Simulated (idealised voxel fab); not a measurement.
Process module, titled voxel capacitor over wiring
It is cross-section cut that appears here, measuring 295 nm in width, its square cells being 5 nm in size.
If you're reading a cross-section in this doc, picture square cells in a grid; it comes to you as bands, top ones listed first down to the bottom, and a band can be one or more rows of cells.
The entry gives the band's vertical extent as a top height and a bottom height in nm, then its horizontal make-up as materials from left to right, each with a width in nm. "empty" stands for empty space; a single material marked "all across" fills the band edge to edge.
Heights are measured from 0, the level below which the as-received wafer is all one material; the lowest band has no bottom and continues downward, written as in "0 -> down".
With a width like "30 to 40", each row of cells in the band differs from the next by the same amount, the top row carrying the first number and the bottom row the second.
"no alteration" for a step: no cell of the cross-section changed in that step.
"Internal closed voids" contains a list of empty spaces, each no smaller than 8 cells and without an open way to the top, written in the form width x height at distance with the distance from the left edge and all three in nm.
It should be noted that, on the line of a given step, the content following the step's settings is a remark produced by the simulator itself with respect to that step.
Steps that use a mask can have "overlay nm" on their line. It says how far the mask sat to the right of where it was meant to be. Negative means to the left.

Process steps foreseen in the plan
1 op RECEIVE | material Si
2 op CONFORMAL_DEP | material SiO2 | thk nm 15
3 op CONFORMAL_DEP | material SiCN | thk nm 5
4 op DIRECTIONAL_DEP | material SiO2 | thk nm 20
5 op MASKED_ETCH | tone open | mask id METAL_1 | width nm 20 | pitch nm 85 | etch materials SiO2 | depth nm 20 | overlay nm 0
6 op MASKED_ETCH | tone open | mask id METAL_1 | width nm 20 | pitch nm 85 | etch materials SiCN | depth nm 5 | overlay nm 0
7 op CONFORMAL_DEP | material TiN | thk nm 5
8 op FILL_DEP | material Cu | thk nm 10
9 op CMP | height nm 40
10 op CONFORMAL_DEP | material SiCN | thk nm 5
11 op DIRECTIONAL_DEP | material SiO2 | thk nm 10
12 op DIRECTIONAL_DEP | material aC | thk nm 15
13 op PATTERN | tone open | mask id PLUG_1 | material resist | width nm 15 | thk nm 35 | overlay nm 0
14 op DIRECTIONAL_ETCH | etch materials aC | depth nm 15
15 op STRIP | etch materials resist
16 op DIRECTIONAL_ETCH | etch materials SiO2 | depth nm 10
17 op DIRECTIONAL_ETCH | etch materials SiCN | depth nm 5
18 op STRIP | etch materials aC
19 op EPI | material Ru | thk nm 10
20 op EPI | material Ru | thk nm 5
21 op DIRECTIONAL_DEP | material TiN | thk nm 10
22 op DIRECTIONAL_DEP | material SiN | thk nm 5
23 op DIRECTIONAL_DEP | material TiN | thk nm 5
24 op DIRECTIONAL_DEP | material aC | thk nm 15
25 op PATTERN | tone cover | mask id UPPER_PLATE | material resist | width nm 70 | thk nm 30 | overlay nm 0
26 op DIRECTIONAL_ETCH | etch materials aC | depth nm 15
27 op STRIP | etch materials resist
28 op DIRECTIONAL_ETCH | etch materials TiN | depth nm 5
29 op DIRECTIONAL_ETCH | etch materials SiN | depth nm 5
30 op STRIP | etch materials aC
31 op DIRECTIONAL_DEP | material aC | thk nm 15
32 op PATTERN | tone cover | mask id LOWER_PLATE | material resist | width nm 80 | thk nm 30 | overlay nm 0
33 op DIRECTIONAL_ETCH | etch materials aC | depth nm 15
34 op STRIP | etch materials resist
35 op DIRECTIONAL_ETCH | etch materials TiN | depth nm 10
36 op STRIP | etch materials aC
37 op FILL_DEP | material SiO2 | thk nm 15
38 op CMP | height nm 85
39 op DIRECTIONAL_DEP | material aC | thk nm 10
40 op PATTERN | tone open | mask id PLUG_2 | material resist | width nm 15 | thk nm 25 | overlay nm 0
41 op DIRECTIONAL_ETCH | etch materials aC | depth nm 10
42 op STRIP | etch materials resist
43 op DIRECTIONAL_ETCH | etch materials SiO2 | depth nm 10
44 op STRIP | etch materials aC
45 op CONFORMAL_DEP | material TiN | thk nm 5
46 op FILL_DEP | material Cu | thk nm 5
47 op CMP | height nm 85
48 op CONFORMAL_DEP | material SiN | thk nm 5
Keep in mind the plan's value for the width nm of step 40 comes from the first wafer; the wafers don't share that setting, but they do share the same starting point.

First of several wafers (as received, post step 1), cross-sectional view
> 0 -> down = Si all across
> Internal closed voids: none

Below: a row per wafer. Contents at end of module: for every material, cells gained since receipt (+) or lost since receipt (-); then closed voids
width nm 15 | +17 Cu | +9 Ru | +107 SiCN | +73 SiN | +781 SiO2 | +75 TiN | Internal closed voids: none
width nm 20 | +18 Cu | +9 Ru | +107 SiCN | +73 SiN | +779 SiO2 | +76 TiN | Internal closed voids: none
width nm 25 | +19 Cu | +9 Ru | +107 SiCN | +73 SiN | +777 SiO2 | +77 TiN | Internal closed voids: none
width nm 30 | +20 Cu | +9 Ru | +107 SiCN | +73 SiN | +775 SiO2 | +78 TiN | Internal closed voids: none
